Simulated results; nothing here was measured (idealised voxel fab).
process module | voxel self aligned contacts
cross-section cut | 230 nm wide | cells 5 nm
A cross-section is a grid of square cells, given in bands from the top down. A band is one or more rows of cells.
Each band's line starts with the height of the band's top and of its bottom, in nm. Then come its materials from left to right, each with its width in nm. One material with "throughout" fills the band from edge to edge. "air" is empty space.
Height 0 is the level under which the wafer as received is all one material. The lowest band goes on downwards, as in "0 down".
A width such as "30 to 40" changes by the same amount from each row of cells to the next, from the band's top row to its bottom row.
"no change" after a step means that no cell of the cross-section changed.
closed voids: empty space of 8 cells or more with no open way to the top, each as width x height at its distance from the left edge, in nm
after a step's settings: what the simulator itself notes on the step
overlay nm, on a step with a mask: how far to the right of its planned place the mask lay; to the left if negative
plan
1 op RECEIVE | material Si
2 op OXIDIZE | depth nm 5
3 op DIRECTIONAL_DEP | material polySi | thk nm 30
4 op DIRECTIONAL_DEP | material SiN | thk nm 20
5 op MASKED_ETCH | tone cover | mask id GATE | width nm 25 | pitch nm 55 | etch materials SiN | depth nm 20 | overlay nm 0
6 op MASKED_ETCH | tone cover | mask id GATE | width nm 25 | pitch nm 55 | etch materials polySi | depth nm 30 | overlay nm 0
7 op CONFORMAL_DEP | material SiN | thk nm 5
8 op DIRECTIONAL_ETCH | etch materials SiN | depth nm 5
9 op FILL_DEP | material SiO2 | thk nm 15
10 op CMP | height nm 60
11 op PATTERN | tone open | mask id CONTACT | material resist | width nm 40 | thk nm 15 | overlay nm 0
12 op DIRECTIONAL_ETCH | etch materials SiO2 | depth nm 65
13 op STRIP | etch materials resist
14 op CONFORMAL_DEP | material TiN | thk nm 5
15 op FILL_DEP | material Ru | thk nm 10
16 op CMP | height nm 60
17 op CONFORMAL_DEP | material SiCN | thk nm 5
as received, after step 1
  0 down: Si throughout
  closed voids: none
first wafer at the end, as planned
  65 to 60: SiCN throughout
  60 to 50: SiO2 95 | TiN 5 to 15 | Ru 30 to 10 | TiN 5 to 15 | SiO2 95
  50 to 30: SiO2 70 | SiN 35 | TiN 5 | Ru 10 | TiN 5 | SiN 35 | SiO2 70
  30 to 0: SiO2 70 | SiN 5 | polySi 25 | SiN 5 | TiN 5 | Ru 10 | TiN 5 | SiN 5 | polySi 25 | SiN 5 | SiO2 70
  0 to -5: SiO2 105 | TiN 20 | SiO2 105
  -5 down: Si throughout
  closed voids: none
second wafer at the end: like start, like plan, one mistake
  65 to 60: SiCN throughout
  60 to 50: SiO2 95 | TiN 5 to 15 | Ru 30 to 10 | TiN 5 to 15 | SiO2 95
  50 to 35: SiO2 70 | SiN 35 | TiN 5 | Ru 10 | TiN 5 | SiN 35 | SiO2 70
  35 to 30: SiO2 70 | SiN 35 | TiN 20 | SiN 35 | SiO2 70
  30 to 0: TiN throughout
  0 to -5: SiO2 throughout
  -5 down: Si throughout
  closed voids: none
what went wrong: step 3 ran as: op DIRECTIONAL_DEP | material TiN | thk nm 30
at the end the second wafer has, in cells: 14 fewer of Ru | 24 fewer of SiN | 164 fewer of SiO2 | 262 more of TiN | 60 fewer of polySi
